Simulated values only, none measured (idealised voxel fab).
process module | voxel fin reveal
cross-section cut | 205 nm wide | cells 5 nm
A cross-section is a grid of square cells, given in bands from the top down. A band is one or more rows of cells.
Each band's line starts with the height of the band's top and of its bottom, in nm. Then come its materials from left to right, each with its width in nm. One material with "throughout" fills the band from edge to edge. "air" is empty space.
Height 0 is the level under which the wafer as received is all one material. The lowest band goes on downwards, as in "0 down".
A width such as "30 to 40" changes by the same amount from each row of cells to the next, from the band's top row to its bottom row.
"no change" after a step means that no cell of the cross-section changed.
closed voids: empty space of 8 cells or more with no open way to the top, each as width x height at its distance from the left edge, in nm
after a step's settings: what the simulator itself notes on the step
overlay nm, on a step with a mask: how far to the right of its planned place the mask lay; to the left if negative
plan
1 op RECEIVE | material Si
2 op CONFORMAL_DEP | material SiN | thk nm 5
3 op DIRECTIONAL_DEP | material aC | thk nm 15
4 op PATTERN | tone cover | mask id FINS | material resist | width nm 15 | pitch nm 40 | thk nm 30 | overlay nm 0
5 op DIRECTIONAL_ETCH | etch materials aC | depth nm 15
6 op STRIP | etch materials resist
7 op DIRECTIONAL_ETCH | etch materials SiN | depth nm 5
8 op DIRECTIONAL_ETCH | etch materials Si | depth nm 40
9 op STRIP | etch materials aC
10 op OXIDIZE | depth nm 5
11 op FILL_DEP | material SiO2 | thk nm 15
12 op CMP | height nm 5
13 op SELECTIVE_ETCH | etch materials SiO2 | depth nm 30
14 op STRIP | etch materials SiN
15 op CONFORMAL_DEP | material HfO2 | thk nm 5
as received, after step 1
  0 down: Si throughout
  closed voids: none
a wafer at the end: this start, this plan, one mistake
  5 to 0: air 50 | HfO2 25 | air 15 | HfO2 25 | air 15 | HfO2 25 | air 50
  0 to -20: air 50 | HfO2 5 | Si 15 | HfO2 5 | air 15 | HfO2 5 | Si 15 | HfO2 5 | air 15 | HfO2 5 | Si 15 | HfO2 5 | air 50
  -20 to -25: HfO2 55 | Si 15 | HfO2 25 | Si 15 | HfO2 25 | Si 15 | HfO2 55
  -25 to -45: SiO2 55 | Si 15 | SiO2 25 | Si 15 | SiO2 25 | Si 15 | SiO2 55
  -45 down: Si throughout
  closed voids: none
what went wrong: step 4 ran as: op PATTERN | tone cover | mask id FINS | material resist | width nm 25 | pitch nm 40 | thk nm 30 | overlay nm 0
